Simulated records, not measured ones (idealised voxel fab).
Process module in this document: voxel tone inversion
Cross-section cut spans 300 nm and uses square cells 5 nm in size.
Format of a cross-section: grid, square cells. Given as bands. Order: top down. Band: one or more rows of cells.
Band entry format. Leading values: height of top, height of bottom, nm. Remainder: materials in left-to-right order, each with its width in nm. Special words: "all across" on a single material, which then fills the band edge to edge; "empty", empty space.
All heights in this document are referenced to 0, defined as the level beneath which the wafer, as received, consists entirely of one material. The lowest band is not bounded below; it extends indefinitely downward and is written in the form "0 -> down".
The width entry "30..40" should be interpreted row by row: the top row of cells in the band takes the first number, the bottom row takes the second number, and the change between adjacent rows is uniform throughout.
The cross-section has no changed cell in any step marked "nothing got changed".
Under "Voids, enclosed" you'll find the enclosed gaps, the ones with no way out to the top, that are 8 cells or bigger; each reads width x height at distance, with distance counted from the left edge, everything in nm.
Whatever follows a step's settings on its line is a remark the simulator itself makes about that step.
Regarding "overlay nm": on a step with a mask, it is the distance the mask lay to the right of its planned place; a negative value places it to the left.

Process steps - plan:
1) RECEIVE, material Si
2) CONFORMAL_DEP, material SiCN, thk nm 5
3) DIRECTIONAL_DEP, material polySi, thk nm 20
4) PATTERN, tone cover, mask id POSTS, material resist, width nm 25, pitch nm 55, thk nm 30, overlay nm 0
5) DIRECTIONAL_ETCH, etch materials polySi, depth nm 20
6) STRIP, etch materials resist
7) FILL_DEP, material SiO2, thk nm 10
8) CMP, height nm 30
9) STRIP, etch materials polySi
10) CONFORMAL_DEP, material TiN, thk nm 5
11) FILL_DEP, material Cu, thk nm 10
12) CMP, height nm 30
13) CONFORMAL_DEP, material SiN, thk nm 5
It is noted that the wafers described herein are identical at the outset and are distinguished by the thk nm of step 2; the value stated in the plan corresponds to the first wafer.

Cross-section: the first of several wafers in its as-received state, i.e. following step 1:
> 0 -> down | Si all across
> Voids, enclosed: none

First wafer at the end, after step 13:
> 35 -> 30 | SiN all across
> 30 -> 25 | SiO2 all across
> 25 -> 5 | SiO2=55, polySi=25, SiO2=30, polySi=25, SiO2=30, polySi=25, SiO2=30, polySi=25, SiO2=55
> 5 -> 0 | SiCN all across
> 0 -> down | Si all across
> Voids, enclosed: none

Last wafer, end of module, cross-section:
> 35 -> 30 | SiN all across
> 30 -> 25 | SiO2=55, TiN=25, SiO2=30, TiN=25, SiO2=30, TiN=25, SiO2=30, TiN=25, SiO2=55
> 25 -> 0 | SiCN all across
> 0 -> down | Si all across
> Voids, enclosed: none

Heads up, this table goes wafer by wafer. A row tells you, at the end of the module, how many cells of each material that wafer has put on (+) or dropped (-) since it was received, and then its closed voids:
thk nm 5; +60 SiCN; +60 SiN; +220 SiO2; +80 polySi; Voids, enclosed: none
thk nm 10; +36 Cu; +120 SiCN; +60 SiN; +160 SiO2; +44 TiN; Voids, enclosed: none
thk nm 15; +24 Cu; +180 SiCN; +60 SiN; +120 SiO2; +36 TiN; Voids, enclosed: none
thk nm 20; +12 Cu; +240 SiCN; +60 SiN; +80 SiO2; +28 TiN; Voids, enclosed: none
thk nm 25; +300 SiCN; +60 SiN; +40 SiO2; +20 TiN; Voids, enclosed: none
